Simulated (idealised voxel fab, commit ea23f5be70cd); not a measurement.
process module | voxel ribs on slabs
cross-section cut | 150 nm wide | cells 5 nm
A cross-section is a grid of square cells, given in bands from the top down. A band is one or more rows of cells.
Each band's line starts with the height of the band's top and of its bottom, in nm. Then come its materials from left to right, each with its width in nm. One material with "throughout" fills the band from edge to edge. "air" is empty space.
Height 0 is the level under which the wafer as received is all one material. The lowest band goes on downwards, as in "0 down".
A width such as "30 to 40" changes by the same amount from each row of cells to the next, from the band's top row to its bottom row.
"no change" after a step means that no cell of the cross-section changed.
closed voids: empty space of 8 cells or more with no open way to the top, each as width x height at its distance from the left edge, in nm
after a step's settings: what the simulator itself notes on the step
overlay nm, on a step with a mask: how far to the right of its planned place the mask lay; to the left if negative
plan
1 op RECEIVE | material Si
2 op DIRECTIONAL_DEP | material SiO2 | thk nm 25
3 op DIRECTIONAL_DEP | material polySi | thk nm 25
4 op MASKED_ETCH | tone cover | mask id RIB | width nm 20 | etch materials polySi | depth nm 5 | overlay nm 0
5 op MASKED_ETCH | tone cover | mask id SLAB | width nm 50 | etch materials polySi | depth nm 20 | overlay nm 0
6 op FILL_DEP | material SiO2 | thk nm 25
7 op CMP | height nm 65
8 op DIRECTIONAL_DEP | material W | thk nm 5
9 op DIRECTIONAL_DEP | material aC | thk nm 10
10 op PATTERN | tone cover | mask id HEATER | material resist | width nm 30 | thk nm 25 | overlay nm 0
11 op DIRECTIONAL_ETCH | etch materials aC | depth nm 10
12 op STRIP | etch materials resist
13 op DIRECTIONAL_ETCH | etch materials W | depth nm 5
14 op STRIP | etch materials aC
15 op CONFORMAL_DEP | material SiN | thk nm 5
as received, after step 1
  0 down: Si throughout
  closed voids: none
a wafer at the end: this start, this plan, one mistake
  75 to 70: air 55 | SiN 40 | air 55
  70 to 65: SiN 60 | W 30 | SiN 60
  65 to 60: SiO2 throughout
  60 to 55: SiO2 65 | polySi 20 | SiO2 65
  55 to 35: SiO2 50 | polySi 50 | SiO2 50
  35 to 25: polySi throughout
  25 to 0: SiO2 throughout
  0 down: Si throughout
  closed voids: none
what went wrong: step 3 ran as: op DIRECTIONAL_DEP | material polySi | thk nm 35
